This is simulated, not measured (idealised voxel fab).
The following process module bears the name voxel ribs on slabs.
We display cut, a cross-section 290 nm in width whose square cells are each 5 nm.
Cross-section format: a grid of square cells, given as bands from top to bottom; each band is one or more rows of cells.
For a band, the entry starts with two heights in nm, that of the top and then that of the bottom, and carries on with the band's materials in order from left to right, each alongside its width in nm; the word "throughout" beside a single material means it fills the band edge to edge, and "blank" means empty space.
All heights in this document are referenced to 0, defined as the level beneath which the wafer, as received, consists entirely of one material. The lowest band is not bounded below; it extends indefinitely downward and is written in the form "z 0 and below".
It should be noted that a width expressed as "30 to 40" varies in equal increments from row to row of cells within the band, taking the value of the first number at the top row and that of the second number at the bottom row.
A step reported as "no modification" is a step in which no cell of the cross-section changed.
Entry "Enclosed cavities" = empty spaces >= 8 cells with no open way to the top; each as width x height at distance, distance from left edge, all nm.
If you see something after the settings on a step's line, that's the simulator's own remark about that step.
"overlay nm" on a masked step: distance the mask lay right of its planned place, negative for left.
Intended process steps
- 1: RECEIVE,material Si
- 2: DIRECTIONAL_DEP,material SiO2,thk nm 25
- 3: DIRECTIONAL_DEP,material SiN,thk nm 15
- 4: DIRECTIONAL_DEP,material aC,thk nm 15
- 5: PATTERN,tone cover,mask id RIB,material resist,width nm 25,thk nm 30,overlay nm 0
- 6: DIRECTIONAL_ETCH,etch materials aC,depth nm 15
- 7: STRIP,etch materials resist
- 8: DIRECTIONAL_ETCH,etch materials SiN,depth nm 10
- 9: STRIP,etch materials aC
- 10: DIRECTIONAL_DEP,material aC,thk nm 10
- 11: PATTERN,tone cover,mask id SLAB,material resist,width nm 85,thk nm 25,overlay nm 0
- 12: DIRECTIONAL_ETCH,etch materials aC,depth nm 10
- 13: STRIP,etch materials resist
- 14: DIRECTIONAL_ETCH,etch materials SiN,depth nm 5
- 15: STRIP,etch materials aC
- 16: FILL_DEP,material SiO2,thk nm 15
- 17: CMP,height nm 50
- 18: DIRECTIONAL_DEP,material TiN,thk nm 10
- 19: DIRECTIONAL_DEP,material aC,thk nm 15
- 20: PATTERN,tone cover,mask id HEATER,material resist,width nm 35,thk nm 30,overlay nm 0
- 21: DIRECTIONAL_ETCH,etch materials aC,depth nm 15
- 22: STRIP,etch materials resist
- 23: DIRECTIONAL_ETCH,etch materials TiN,depth nm 5
- 24: STRIP,etch materials aC
- 25: CONFORMAL_DEP,material SiN,thk nm 10
The value of depth nm given for step 23 in the plan refers to the first wafer; the wafers vary in this setting and are alike at the start.
So this is the first of several wafers, cross-sectioned as it came to us, meaning it's at the end of step 1
z 0 and below | Si throughout
Enclosed cavities: none
Module end state after final step 25: cross-section of the first of several wafers
z 70 to 65 | 115 blank, 55 SiN, 120 blank
z 65 to 60 | SiN throughout
z 60 to 55 | 125 SiN, 35 TiN, 130 SiN
z 55 to 50 | TiN throughout
z 50 to 40 | SiO2 throughout
z 40 to 30 | 130 SiO2, 25 SiN, 135 SiO2
z 30 to 25 | 100 SiO2, 85 SiN, 105 SiO2
z 25 to 0 | SiO2 throughout
z 0 and below | Si throughout
Enclosed cavities: none
Cross-section, last wafer, module completion
z 70 to 60 | 115 blank, 55 SiN, 120 blank
z 60 to 50 | 125 SiN, 35 TiN, 130 SiN
z 50 to 40 | SiO2 throughout
z 40 to 30 | 130 SiO2, 25 SiN, 135 SiO2
z 30 to 25 | 100 SiO2, 85 SiN, 105 SiO2
z 25 to 0 | SiO2 throughout
z 0 and below | Si throughout
Enclosed cavities: none
For your reference, the table is organized with a row per wafer; each row reflects the wafer at the end of the module, indicating for each material the cells gained (+) or lost (-) since receipt, and thereafter its closed voids
depth nm 5 | +147 SiN | +553 SiO2 | +65 TiN | Enclosed cavities: none
depth nm 10 | +151 SiN | +553 SiO2 | +14 TiN | Enclosed cavities: none
depth nm 15 | +151 SiN | +553 SiO2 | +14 TiN | Enclosed cavities: none
depth nm 20 | +151 SiN | +553 SiO2 | +14 TiN | Enclosed cavities: none
depth nm 25 | +151 SiN | +553 SiO2 | +14 TiN | Enclosed cavities: none
